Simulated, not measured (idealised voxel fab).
Process module heading - voxel wiring stack
140 nm wide, 5 nm square cells: that's cross-section cut.
If you're reading a cross-section in this doc, picture square cells in a grid; it comes to you as bands, top ones listed first down to the bottom, and a band can be one or more rows of cells.
It is stipulated that each band's entry specify, in nanometres, the height of the top of the band and then that of its bottom, followed by the materials of the band in left-to-right sequence, each together with its width in nanometres. A single material marked by the word "edge to edge" is understood to fill the band from edge to edge; the word "empty" is understood to denote empty space.
Heights are expressed relative to 0, this being the level below which the as-received wafer comprises one material exclusively. The lowest band is unbounded in the downward direction and is denoted as in "0 -> down".
Width spec "30 to 40" -> top row of cells at first value, bottom row at second value, equal per-row change in between.
It should be understood that the words "nothing was modified", when stated for a given step, signify that the cross-section underwent no change in any of its cells during that step.
Look at "Closed void entries" for the closed voids: empty spaces with no open path to the top, sized 8 cells or up. Each is width x height at distance, distance from the left edge, all nm.
If you see something after the settings on a step's line, that's the simulator's own remark about that step.
overlay nm: mask offset rightward from planned place, masked step; negative means leftward offset.
**This section lists the process steps that were planned**
- 1: RECEIVE,material Si
- 2: CONFORMAL_DEP,material SiO2,thk nm 10
- 3: DIRECTIONAL_DEP,material TiN,thk nm 5
- 4: DIRECTIONAL_DEP,material W,thk nm 20
- 5: PATTERN,tone cover,mask id METAL_1,material resist,width nm 25,pitch nm 55,thk nm 15,overlay nm 0
- 6: DIRECTIONAL_ETCH,etch materials W,depth nm 20
- 7: DIRECTIONAL_ETCH,etch materials TiN,depth nm 5
- 8: STRIP,etch materials resist
- 9: CONFORMAL_DEP,material SiCN,thk nm 5
- 10: FILL_DEP,material lowk,thk nm 5
- 11: CMP,height nm 35
- 12: CONFORMAL_DEP,material SiCN,thk nm 5
- 13: DIRECTIONAL_DEP,material lowk,thk nm 20
- 14: PATTERN,tone open,mask id PLUG_1,material resist,width nm 15,pitch nm 55,thk nm 15,overlay nm 0
- 15: DIRECTIONAL_ETCH,etch materials lowk,depth nm 20
- 16: DIRECTIONAL_ETCH,etch materials SiCN,depth nm 5
- 17: STRIP,etch materials resist
- 18: CONFORMAL_DEP,material TiN,thk nm 5
- 19: FILL_DEP,material Cu,thk nm 5
- 20: CMP,height nm 60
- 21: DIRECTIONAL_DEP,material TiN,thk nm 5
- 22: DIRECTIONAL_DEP,material Ru,thk nm 20
- 23: PATTERN,tone cover,mask id METAL_2,material resist,width nm 25,pitch nm 55,thk nm 20,overlay nm 0
- 24: DIRECTIONAL_ETCH,etch materials Ru,depth nm 20
- 25: DIRECTIONAL_ETCH,etch materials TiN,depth nm 5
- 26: STRIP,etch materials resist
- 27: CONFORMAL_DEP,material SiCN,thk nm 5
- 28: FILL_DEP,material SiO2,thk nm 10
- 29: CMP,height nm 85
- 30: CONFORMAL_DEP,material SiCN,thk nm 5
- 31: DIRECTIONAL_DEP,material lowk,thk nm 35
- 32: DIRECTIONAL_DEP,material aC,thk nm 10
- 33: PATTERN,tone open,mask id METAL_3_HOLES,material resist,width nm 15,thk nm 25,overlay nm 0
- 34: DIRECTIONAL_ETCH,etch materials aC,depth nm 10
- 35: STRIP,etch materials resist
- 36: DIRECTIONAL_ETCH,etch materials lowk,depth nm 35
- 37: STRIP,etch materials aC
- 38: PATTERN,tone open,mask id METAL_3,material resist,width nm 15,pitch nm 55,thk nm 15,overlay nm 0
- 39: DIRECTIONAL_ETCH,etch materials lowk,depth nm 20
- 40: DIRECTIONAL_ETCH,etch materials SiCN,depth nm 5
- 41: STRIP,etch materials resist
- 42: CONFORMAL_DEP,material TiN,thk nm 5
- 43: FILL_DEP,material Cu,thk nm 10
- 44: CMP,height nm 125
- 45: CONFORMAL_DEP,material SiCN,thk nm 5
Split variable: width nm, step 38. Plan value = first wafer. Wafers start alike.
**As received, i.e. after step 1: cross-section through the first of several wafers**
> 0 -> down: Si edge to edge
> Closed void entries: none
**End of module: cross-section of the first of several wafers after step 45, the last step**
> 130 -> 125: SiCN edge to edge
> 125 -> 110: lowk 30 nm; TiN 5 nm; Cu 10 nm; TiN 5 nm; lowk 40 nm; TiN 5 nm; Cu 5 nm; TiN 5 nm; lowk 35 nm
> 110 -> 105: lowk 30 nm; TiN 5 nm; Cu 5 nm; TiN 10 nm; lowk 40 nm; TiN 15 nm; lowk 35 nm
> 105 -> 95: lowk 30 nm; TiN 5 nm; Cu 5 nm; TiN 5 nm; lowk 95 nm
> 95 -> 90: lowk 30 nm; TiN 15 nm; lowk 95 nm
> 90 -> 85: SiCN 35 nm; TiN 10 nm; SiCN 95 nm
> 85 -> 65: SiO2 25 nm; SiCN 5 nm; Ru 25 nm; SiCN 5 nm; SiO2 20 nm; SiCN 5 nm; Ru 25 nm; SiCN 5 nm; SiO2 25 nm
> 65 -> 60: SiCN 30 nm; TiN 25 nm; SiCN 30 nm; TiN 25 nm; SiCN 30 nm
> 60 -> 40: lowk 30 nm; TiN 5 nm; Cu 5 nm; TiN 5 nm; lowk 40 nm; TiN 5 nm; Cu 5 nm; TiN 5 nm; lowk 40 nm
> 40 -> 35: SiCN 30 nm; TiN 15 nm; SiCN 40 nm; TiN 15 nm; SiCN 40 nm
> 35 -> 15: lowk 25 nm; SiCN 5 nm; W 25 nm; SiCN 5 nm; lowk 20 nm; SiCN 5 nm; W 25 nm; SiCN 5 nm; lowk 25 nm
> 15 -> 10: SiCN 30 nm; TiN 25 nm; SiCN 30 nm; TiN 25 nm; SiCN 30 nm
> 10 -> 0: SiO2 edge to edge
> 0 -> down: Si edge to edge
> Closed void entries: none
**Cross-sectional depiction of the last of several wafers upon completion of the module**
> 130 -> 125: SiCN edge to edge
> 125 -> 110: lowk 25 nm; TiN 5 nm; Cu 30 nm; TiN 5 nm; lowk 15 nm; TiN 5 nm; Cu 30 nm; TiN 5 nm; lowk 20 nm
> 110 -> 105: lowk 25 nm; TiN 10 nm; Cu 5 nm; TiN 25 nm; lowk 15 nm; TiN 40 nm; lowk 20 nm
> 105 -> 90: lowk 30 nm; TiN 5 nm; Cu 5 nm; TiN 5 nm; lowk 95 nm
> 90 -> 85: SiCN 30 nm; TiN 15 nm; SiCN 95 nm
> 85 -> 65: SiO2 25 nm; SiCN 5 nm; Ru 25 nm; SiCN 5 nm; SiO2 20 nm; SiCN 5 nm; Ru 25 nm; SiCN 5 nm; SiO2 25 nm
> 65 -> 60: SiCN 30 nm; TiN 25 nm; SiCN 30 nm; TiN 25 nm; SiCN 30 nm
> 60 -> 40: lowk 30 nm; TiN 5 nm; Cu 5 nm; TiN 5 nm; lowk 40 nm; TiN 5 nm; Cu 5 nm; TiN 5 nm; lowk 40 nm
> 40 -> 35: SiCN 30 nm; TiN 15 nm; SiCN 40 nm; TiN 15 nm; SiCN 40 nm
> 35 -> 15: lowk 25 nm; SiCN 5 nm; W 25 nm; SiCN 5 nm; lowk 20 nm; SiCN 5 nm; W 25 nm; SiCN 5 nm; lowk 25 nm
> 15 -> 10: SiCN 30 nm; TiN 25 nm; SiCN 30 nm; TiN 25 nm; SiCN 30 nm
> 10 -> 0: SiO2 edge to edge
> 0 -> down: Si edge to edge
> Closed void entries: none
**Per wafer (row), end of module: delta in cells per material since receipt, (+) for gained, (-) for lost; closed voids after that**
width nm 15; +20 Cu; +40 Ru; +144 SiCN; +112 SiO2; +69 TiN; +40 W; +303 lowk; Closed void entries: none
width nm 20; +26 Cu; +40 Ru; +144 SiCN; +112 SiO2; +71 TiN; +40 W; +295 lowk; Closed void entries: none
width nm 25; +30 Cu; +40 Ru; +143 SiCN; +112 SiO2; +72 TiN; +40 W; +291 lowk; Closed void entries: none
width nm 30; +36 Cu; +40 Ru; +143 SiCN; +112 SiO2; +74 TiN; +40 W; +283 lowk; Closed void entries: none
width nm 35; +42 Cu; +40 Ru; +143 SiCN; +112 SiO2; +76 TiN; +40 W; +275 lowk; Closed void entries: none
width nm 40; +48 Cu; +40 Ru; +143 SiCN; +112 SiO2; +78 TiN; +40 W; +267 lowk; Closed void entries: none
